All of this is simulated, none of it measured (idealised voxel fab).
The process module presented herein is designated voxel gate over fins.
Square cells of 5 nm make up the cross-section cut, whose width is 150 nm.
Format of a cross-section: grid, square cells. Given as bands. Order: top down. Band: one or more rows of cells.
Basically the band line says how high the top is and how high the bottom is, in nm, and then what's in it from left to right, every material with its width in nm. Empty space shows up as "empty", and if a single material carries "full width" it runs the full band edge to edge.
The reference from which all heights are counted is 0, the level beneath which the as-received wafer is entirely one material; the lowest band, having no lower bound, proceeds downward and is written after the example "from 0 down".
When a width is written as two numbers, as in "30->40", the first number is the width in the top row of cells of the band and the second is the width in its bottom row, and the width changes by the same amount from each row to the next.
Given "changes: none" for a step, no cell of the cross-section differs between before and after that step.
The entry titled "Entrapped voids" provides the empty spaces that have no open way to the top, restricted to those of 8 cells or more. Each is presented as width x height at distance, the distance being measured from the left edge, with all three in nm.
The remark found on a step's line after its settings is issued by the simulator itself and pertains to that step.
A step's line can hold "overlay nm"; with a mask on that step, the setting says how far right of the planned place the mask lay, while a negative setting says it lay to the left.
Process steps foreseen in the plan:
1. RECEIVE: material Si
2. CONFORMAL_DEP: material SiN, thk nm 5
3. MASKED_ETCH: tone cover, mask id FINS, width nm 15, pitch nm 40, etch materials SiN, depth nm 5, overlay nm 0
4. MASKED_ETCH: tone cover, mask id FINS, width nm 15, pitch nm 40, etch materials Si, depth nm 40, overlay nm 0
5. FILL_DEP: material SiO2, thk nm 10
6. CMP: height nm 5
7. SELECTIVE_ETCH: etch materials SiO2, depth nm 15
8. STRIP: etch materials SiN
9. CONFORMAL_DEP: material HfO2, thk nm 5
10. CONFORMAL_DEP: material TiN, thk nm 5
11. FILL_DEP: material W, thk nm 15
12. CMP: height nm 20
13. CONFORMAL_DEP: material SiN, thk nm 5
The first wafer of two, processed as planned:
Step 1 complete: cross-section of the wafer as received:
  from 0 down  Si full width
  Entrapped voids: none
Wafer section view after processing step 2:
  from 5 to 0  SiN full width
  Unchanged below 0.
Wafer section view after processing step 3:
  from 5 to 0  25 empty, then 15 SiN, then 25 empty, then 15 SiN, then 25 empty, then 15 SiN, then 30 empty
  Unchanged below 0.
Wafer section view after processing step 4:
  from 5 to 0  25 empty, then 15 SiN, then 25 empty, then 15 SiN, then 25 empty, then 15 SiN, then 30 empty
  from 0 to -40  25 empty, then 15 Si, then 25 empty, then 15 Si, then 25 empty, then 15 Si, then 30 empty
  Unchanged below -40.
Wafer section view after processing step 5:
  from 15 to 5  SiO2 full width
  from 5 to 0  25 SiO2, then 15 SiN, then 25 SiO2, then 15 SiN, then 25 SiO2, then 15 SiN, then 30 SiO2
  from 0 to -40  25 SiO2, then 15 Si, then 25 SiO2, then 15 Si, then 25 SiO2, then 15 Si, then 30 SiO2
  Unchanged below -40.
Wafer section view after processing step 6:
  from 5 to 0  25 SiO2, then 15 SiN, then 25 SiO2, then 15 SiN, then 25 SiO2, then 15 SiN, then 30 SiO2
  Unchanged below 0.
Wafer section view after processing step 7:
  from 5 to 0  25 empty, then 15 SiN, then 25 empty, then 15 SiN, then 25 empty, then 15 SiN, then 30 empty
  from 0 to -10  25 empty, then 15 Si, then 25 empty, then 15 Si, then 25 empty, then 15 Si, then 30 empty
  Unchanged below -10.
Wafer section view after processing step 8:
  from 0 to -10  25 empty, then 15 Si, then 25 empty, then 15 Si, then 25 empty, then 15 Si, then 30 empty
  Unchanged below -10.
Wafer section view after processing step 9:
  from 5 to 0  20 empty, then 25 HfO2, then 15 empty, then 25 HfO2, then 15 empty, then 25 HfO2, then 25 empty
  from 0 to -5  20 empty, then 5 HfO2, then 15 Si, then 5 HfO2, then 15 empty, then 5 HfO2, then 15 Si, then 5 HfO2, then 15 empty, then 5 HfO2, then 15 Si, then 5 HfO2, then 25 empty
  from -5 to -10  25 HfO2, then 15 Si, then 25 HfO2, then 15 Si, then 25 HfO2, then 15 Si, then 30 HfO2
  Unchanged below -10.
Wafer section view after processing step 10:
  from 10 to 5  15 empty, then 35 TiN, then 5 empty, then 35 TiN, then 5 empty, then 35 TiN, then 20 empty
  from 5 to 0  15 empty, then 5 TiN, then 25 HfO2, then 5 TiN, then 5 empty, then 5 TiN, then 25 HfO2, then 5 TiN, then 5 empty, then 5 TiN, then 25 HfO2, then 5 TiN, then 20 empty
  from 0 to -5  20 TiN, then 5 HfO2, then 15 Si, then 5 HfO2, then 15 TiN, then 5 HfO2, then 15 Si, then 5 HfO2, then 15 TiN, then 5 HfO2, then 15 Si, then 5 HfO2, then 25 TiN
  Unchanged below -5.
Wafer section view after processing step 11:
  from 25 to 10  W full width
  from 10 to 5  15 W, then 35 TiN, then 5 W, then 35 TiN, then 5 W, then 35 TiN, then 20 W
  from 5 to 0  15 W, then 5 TiN, then 25 HfO2, then 5 TiN, then 5 W, then 5 TiN, then 25 HfO2, then 5 TiN, then 5 W, then 5 TiN, then 25 HfO2, then 5 TiN, then 20 W
  Unchanged below 0.
Wafer section view after processing step 12:
  from 20 to 10  W full width
  Unchanged below 10.
Wafer section view after processing step 13:
  from 25 to 20  SiN full width
  Unchanged below 20.
The second wafer was prepared from the same starting point and under the same plan as the first; its processing contained one mistake, and it remains indistinguishable from the first wafer up to and including step 8:
Second wafer, cut view, end of step 9 per plan:
  from 5 to 0  20 empty, then 25 TiN, then 15 empty, then 25 TiN, then 15 empty, then 25 TiN, then 25 empty
  from 0 to -5  20 empty, then 5 TiN, then 15 Si, then 5 TiN, then 15 empty, then 5 TiN, then 15 Si, then 5 TiN, then 15 empty, then 5 TiN, then 15 Si, then 5 TiN, then 25 empty
  from -5 to -10  25 TiN, then 15 Si, then 25 TiN, then 15 Si, then 25 TiN, then 15 Si, then 30 TiN
  Unchanged below -10.
Second wafer, cut view, end of step 10 per plan:
  from 10 to 5  15 empty, then 35 HfO2, then 5 empty, then 35 HfO2, then 5 empty, then 35 HfO2, then 20 empty
  from 5 to 0  15 empty, then 5 HfO2, then 25 TiN, then 5 HfO2, then 5 empty, then 5 HfO2, then 25 TiN, then 5 HfO2, then 5 empty, then 5 HfO2, then 25 TiN, then 5 HfO2, then 20 empty
  from 0 to -5  20 HfO2, then 5 TiN, then 15 Si, then 5 TiN, then 15 HfO2, then 5 TiN, then 15 Si, then 5 TiN, then 15 HfO2, then 5 TiN, then 15 Si, then 5 TiN, then 25 HfO2
  Unchanged below -5.
Second wafer, cut view, end of step 11 per plan:
  from 25 to 10  W full width
  from 10 to 5  15 W, then 35 HfO2, then 5 W, then 35 HfO2, then 5 W, then 35 HfO2, then 20 W
  from 5 to 0  15 W, then 5 HfO2, then 25 TiN, then 5 HfO2, then 5 W, then 5 HfO2, then 25 TiN, then 5 HfO2, then 5 W, then 5 HfO2, then 25 TiN, then 5 HfO2, then 20 W
  Unchanged below 0.
Second wafer, cut view, end of step 12 per plan:
  from 20 to 10  W full width
  Unchanged below 10.
Second wafer, cut view, end of step 13 per plan:
  from 25 to 20  SiN full width
  Unchanged below 20.
Nonconformance to the process plan: steps 9 and 10 of the plan were run in the wrong order, each in the other's place
Tallied in cells, the final second wafer holds each material in the same quantity as the first, although not at the same places.
